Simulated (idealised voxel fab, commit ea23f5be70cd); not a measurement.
The name of this process module is voxel capacitor over wiring.
Square cells of 5 nm make up the cross-section cut, whose width is 250 nm.
In this document a cross-section is written as a grid of square cells. It is given as a series of bands, listed from the top down, and a band is one or more rows of cells. Heads up on the band format: heights come first, top then bottom, in nm. After that it's the materials left to right, each with its width in nm. A single material flagged "edge to edge" fills the whole band edge to edge, and "air" means there's empty space there. The reference from which all heights are counted is 0, the level beneath which the as-received wafer is entirely one material; the lowest band, having no lower bound, proceeds downward and is written after the example "0 -> down". It should be noted that a width expressed as "30..40" varies in equal increments from row to row of cells within the band, taking the value of the first number at the top row and that of the second number at the bottom row. You'll sometimes find "nothing got changed" written for a step, and that's the way of saying that nowhere in the cross-section did a cell change during that step. "Sealed-off cavities" contains a list of empty spaces, each no smaller than 8 cells and without an open way to the top, written in the form width x height at distance with the distance from the left edge and all three in nm. Post-settings text on a step line: simulator's own remark regarding the step. "overlay nm", when on a step's line for a step with a mask, measures how far to the right of its planned place the mask lay; a negative measure means to the left.
The steps planned for the process are as follows
- 1: RECEIVE with material Si
- 2: CONFORMAL_DEP with material SiO2, thk nm 15
- 3: CONFORMAL_DEP with material SiCN, thk nm 5
- 4: DIRECTIONAL_DEP with material lowk, thk nm 15
- 5: DIRECTIONAL_DEP with material aC, thk nm 15
- 6: PATTERN with tone open, mask id METAL_1, material resist, width nm 30, pitch nm 90, thk nm 30, overlay nm 0
- 7: DIRECTIONAL_ETCH with etch materials aC, depth nm 15
- 8: STRIP with etch materials resist
- 9: DIRECTIONAL_ETCH with etch materials lowk, depth nm 15
- 10: DIRECTIONAL_ETCH with etch materials SiCN, depth nm 5
- 11: STRIP with etch materials aC
- 12: CONFORMAL_DEP with material TiN, thk nm 5
- 13: FILL_DEP with material Cu, thk nm 10
- 14: CMP with height nm 35
- 15: CONFORMAL_DEP with material SiCN, thk nm 5
- 16: DIRECTIONAL_DEP with material SiO2, thk nm 15
- 17: MASKED_ETCH with tone open, mask id PLUG_1, width nm 15, etch materials SiO2, depth nm 15, overlay nm 0
- 18: MASKED_ETCH with tone open, mask id PLUG_1, width nm 15, etch materials SiCN, depth nm 5, overlay nm 0
- 19: EPI with material Ru, thk nm 10
- 20: EPI with material Ru, thk nm 10
- 21: DIRECTIONAL_DEP with material TiN, thk nm 10
- 22: DIRECTIONAL_DEP with material Al2O3, thk nm 5
- 23: DIRECTIONAL_DEP with material TiN, thk nm 10
- 24: MASKED_ETCH with tone cover, mask id UPPER_PLATE, width nm 65, etch materials TiN, depth nm 10, overlay nm 0
- 25: MASKED_ETCH with tone cover, mask id UPPER_PLATE, width nm 65, etch materials Al2O3, depth nm 5, overlay nm 0
- 26: PATTERN with tone cover, mask id LOWER_PLATE, material resist, width nm 75, thk nm 20, overlay nm 0
- 27: DIRECTIONAL_ETCH with etch materials TiN, depth nm 10
- 28: STRIP with etch materials resist
- 29: FILL_DEP with material SiO2, thk nm 15
- 30: CMP with height nm 90
- 31: PATTERN with tone open, mask id PLUG_2, material resist, width nm 15, thk nm 15, overlay nm 0
- 32: DIRECTIONAL_ETCH with etch materials SiO2, depth nm 10
- 33: STRIP with etch materials resist
- 34: CONFORMAL_DEP with material TiN, thk nm 5
- 35: FILL_DEP with material Ru, thk nm 5
- 36: CMP with height nm 90
- 37: CONFORMAL_DEP with material SiCN, thk nm 5
First of two wafers - as planned
Wafer cross-section on receipt, i.e. after step 1
> 0 -> down  Si edge to edge
> Sealed-off cavities: none
You're looking at a cross-section of the wafer after step 2
> 15 -> 0  SiO2 edge to edge
> Under the height 0 nothing was changed.
You're looking at a cross-section of the wafer after step 3
> 20 -> 15  SiCN edge to edge
> Under the height 15 nothing was changed.
You're looking at a cross-section of the wafer after step 4
> 35 -> 20  lowk edge to edge
> Under the height 20 nothing was changed.
You're looking at a cross-section of the wafer after step 5
> 50 -> 35  aC edge to edge
> Under the height 35 nothing was changed.
You're looking at a cross-section of the wafer after step 6
> 80 -> 50  resist=65; air=30; resist=60; air=30; resist=65
> Under the height 50 nothing was changed.
You're looking at a cross-section of the wafer after step 7
> 65 -> 50  resist=65; air=30; resist=60; air=30; resist=65
> 50 -> 35  aC=65; air=30; aC=60; air=30; aC=65
> Under the height 35 nothing was changed.
You're looking at a cross-section of the wafer after step 8
> 50 -> 35  aC=65; air=30; aC=60; air=30; aC=65
> Under the height 35 nothing was changed.
You're looking at a cross-section of the wafer after step 9
> 50 -> 35  aC=65; air=30; aC=60; air=30; aC=65
> 35 -> 20  lowk=65; air=30; lowk=60; air=30; lowk=65
> Under the height 20 nothing was changed.
You're looking at a cross-section of the wafer after step 10
> 50 -> 35  aC=65; air=30; aC=60; air=30; aC=65
> 35 -> 20  lowk=65; air=30; lowk=60; air=30; lowk=65
> 20 -> 15  SiCN=65; air=30; SiCN=60; air=30; SiCN=65
> Under the height 15 nothing was changed.
You're looking at a cross-section of the wafer after step 11
> 35 -> 20  lowk=65; air=30; lowk=60; air=30; lowk=65
> Under the height 20 nothing was changed.
You're looking at a cross-section of the wafer after step 12
> 40 -> 35  TiN=70; air=20; TiN=70; air=20; TiN=70
> 35 -> 20  lowk=65; TiN=5; air=20; TiN=5; lowk=60; TiN=5; air=20; TiN=5; lowk=65
> 20 -> 15  SiCN=65; TiN=30; SiCN=60; TiN=30; SiCN=65
> Under the height 15 nothing was changed.
You're looking at a cross-section of the wafer after step 13
> 50 -> 40  Cu edge to edge
> 40 -> 35  TiN=70; Cu=20; TiN=70; Cu=20; TiN=70
> 35 -> 20  lowk=65; TiN=5; Cu=20; TiN=5; lowk=60; TiN=5; Cu=20; TiN=5; lowk=65
> Under the height 20 nothing was changed.
You're looking at a cross-section of the wafer after step 14
> 35 -> 20  lowk=65; TiN=5; Cu=20; TiN=5; lowk=60; TiN=5; Cu=20; TiN=5; lowk=65
> Under the height 20 nothing was changed.
You're looking at a cross-section of the wafer after step 15
> 40 -> 35  SiCN edge to edge
> Under the height 35 nothing was changed.
You're looking at a cross-section of the wafer after step 16
> 55 -> 40  SiO2 edge to edge
> Under the height 40 nothing was changed.
You're looking at a cross-section of the wafer after step 17
> 55 -> 40  SiO2=80; air=15; SiO2=155
> Under the height 40 nothing was changed.
You're looking at a cross-section of the wafer after step 18
> 55 -> 40  SiO2=80; air=15; SiO2=155
> 40 -> 35  SiCN=80; air=15; SiCN=155
> Under the height 35 nothing was changed.
You're looking at a cross-section of the wafer after step 19
> 55 -> 45  SiO2=80; air=15; SiO2=155
> 45 -> 40  SiO2=80; Ru=15; SiO2=155
> 40 -> 35  SiCN=80; Ru=15; SiCN=155
> Under the height 35 nothing was changed.
You're looking at a cross-section of the wafer after step 20
> 55 -> 40  SiO2=80; Ru=15; SiO2=155
> Under the height 40 nothing was changed.
You're looking at a cross-section of the wafer after step 21
> 65 -> 55  TiN edge to edge
> Under the height 55 nothing was changed.
You're looking at a cross-section of the wafer after step 22
> 70 -> 65  Al2O3 edge to edge
> Under the height 65 nothing was changed.
You're looking at a cross-section of the wafer after step 23
> 80 -> 70  TiN edge to edge
> Under the height 70 nothing was changed.
You're looking at a cross-section of the wafer after step 24
> 80 -> 70  air=80; TiN=65; air=105
> Under the height 70 nothing was changed.
You're looking at a cross-section of the wafer after step 25
> 80 -> 70  air=80; TiN=65; air=105
> 70 -> 65  air=80; Al2O3=65; air=105
> Under the height 65 nothing was changed.
You're looking at a cross-section of the wafer after step 26
> 100 -> 80  air=75; resist=75; air=100
> 80 -> 70  air=75; resist=5; TiN=65; resist=5; air=100
> 70 -> 65  air=75; resist=5; Al2O3=65; resist=5; air=100
> Under the height 65 nothing was changed.
You're looking at a cross-section of the wafer after step 27
> 100 -> 80  air=75; resist=75; air=100
> 80 -> 70  air=75; resist=5; TiN=65; resist=5; air=100
> 70 -> 65  air=75; resist=5; Al2O3=65; resist=5; air=100
> 65 -> 55  air=75; TiN=75; air=100
> Under the height 55 nothing was changed.
You're looking at a cross-section of the wafer after step 28
> 80 -> 70  air=80; TiN=65; air=105
> 70 -> 65  air=80; Al2O3=65; air=105
> Under the height 65 nothing was changed.
You're looking at a cross-section of the wafer after step 29
> 95 -> 80  SiO2 edge to edge
> 80 -> 70  SiO2=80; TiN=65; SiO2=105
> 70 -> 65  SiO2=80; Al2O3=65; SiO2=105
> 65 -> 55  SiO2=75; TiN=75; SiO2=100
> Under the height 55 nothing was changed.
You're looking at a cross-section of the wafer after step 30
> 90 -> 80  SiO2 edge to edge
> Under the height 80 nothing was changed.
You're looking at a cross-section of the wafer after step 31
> 105 -> 90  resist=90; air=15; resist=145
> Under the height 90 nothing was changed.
You're looking at a cross-section of the wafer after step 32
> 105 -> 90  resist=90; air=15; resist=145
> 90 -> 80  SiO2=90; air=15; SiO2=145
> Under the height 80 nothing was changed.
You're looking at a cross-section of the wafer after step 33
> 90 -> 80  SiO2=90; air=15; SiO2=145
> Under the height 80 nothing was changed.
You're looking at a cross-section of the wafer after step 34
> 95 -> 90  TiN=95; air=5; TiN=150
> 90 -> 85  SiO2=90; TiN=5; air=5; TiN=5; SiO2=145
> 85 -> 80  SiO2=90; TiN=15; SiO2=145
> Under the height 80 nothing was changed.
You're looking at a cross-section of the wafer after step 35
> 100 -> 95  Ru edge to edge
> 95 -> 90  TiN=95; Ru=5; TiN=150
> 90 -> 85  SiO2=90; TiN=5; Ru=5; TiN=5; SiO2=145
> Under the height 85 nothing was changed.
You're looking at a cross-section of the wafer after step 36
> 90 -> 85  SiO2=90; TiN=5; Ru=5; TiN=5; SiO2=145
> Under the height 85 nothing was changed.
You're looking at a cross-section of the wafer after step 37
> 95 -> 90  SiCN edge to edge
> Under the height 90 nothing was changed.
The second wafer began exactly as the first did and followed the same plan, but one mistake was made while running it; through step 21 inclusive, the two wafers are identical
X-section, second wafer, when step 22 was due to finish
> 80 -> 65  Al2O3 edge to edge
> Under the height 65 nothing was changed.
X-section, second wafer, when step 23 was due to finish
> 90 -> 80  TiN edge to edge
> Under the height 80 nothing was changed.
X-section, second wafer, when step 24 was due to finish
> 90 -> 80  air=80; TiN=65; air=105
> Under the height 80 nothing was changed.
X-section, second wafer, when step 25 was due to finish
> 90 -> 80  air=80; TiN=65; air=105
> 80 -> 75  air=80; Al2O3=65; air=105
> Under the height 75 nothing was changed.
X-section, second wafer, when step 26 was due to finish
> 110 -> 90  air=75; resist=75; air=100
> 90 -> 80  air=75; resist=5; TiN=65; resist=5; air=100
> 80 -> 75  air=75; resist=5; Al2O3=65; resist=5; air=100
> Under the height 75 nothing was changed.
X-section, second wafer, when step 27 was due to finish: nothing got changed
X-section, second wafer, when step 28 was due to finish
> 90 -> 80  air=80; TiN=65; air=105
> 80 -> 75  air=80; Al2O3=65; air=105
> Under the height 75 nothing was changed.
X-section, second wafer, when step 29 was due to finish
> 105 -> 90  SiO2 edge to edge
> 90 -> 80  SiO2=80; TiN=65; SiO2=105
> 80 -> 75  SiO2=80; Al2O3=65; SiO2=105
> Under the height 75 nothing was changed.
X-section, second wafer, when step 30 was due to finish
> 90 -> 80  SiO2=80; TiN=65; SiO2=105
> Under the height 80 nothing was changed.
X-section, second wafer, when step 31 was due to finish
> 105 -> 90  resist=90; air=15; resist=145
> Under the height 90 nothing was changed.
X-section, second wafer, when step 32 was due to finish: nothing got changed
X-section, second wafer, when step 33 was due to finish
> 90 -> 80  SiO2=80; TiN=65; SiO2=105
> Under the height 80 nothing was changed.
X-section, second wafer, when step 34 was due to finish
> 95 -> 90  TiN edge to edge
> Under the height 90 nothing was changed.
X-section, second wafer, when step 35 was due to finish
> 100 -> 95  Ru edge to edge
> Under the height 95 nothing was changed.
X-section, second wafer, when step 36 was due to finish
> 90 -> 80  SiO2=80; TiN=65; SiO2=105
> Under the height 80 nothing was changed.
X-section, second wafer, when step 37 was due to finish
> 95 -> 90  SiCN edge to edge
> Under the height 90 nothing was changed.
It is concluded that the wafer was processed incorrectly with respect to the plan, in that heads up, step 22 didn't go per plan, it actually ran as DIRECTIONAL_DEP with material Al2O3, thk nm 15
Cell-count delta at end, second wafer over first, by material: Al2O3 +100, Ru -1, SiO2 -164, TiN +65
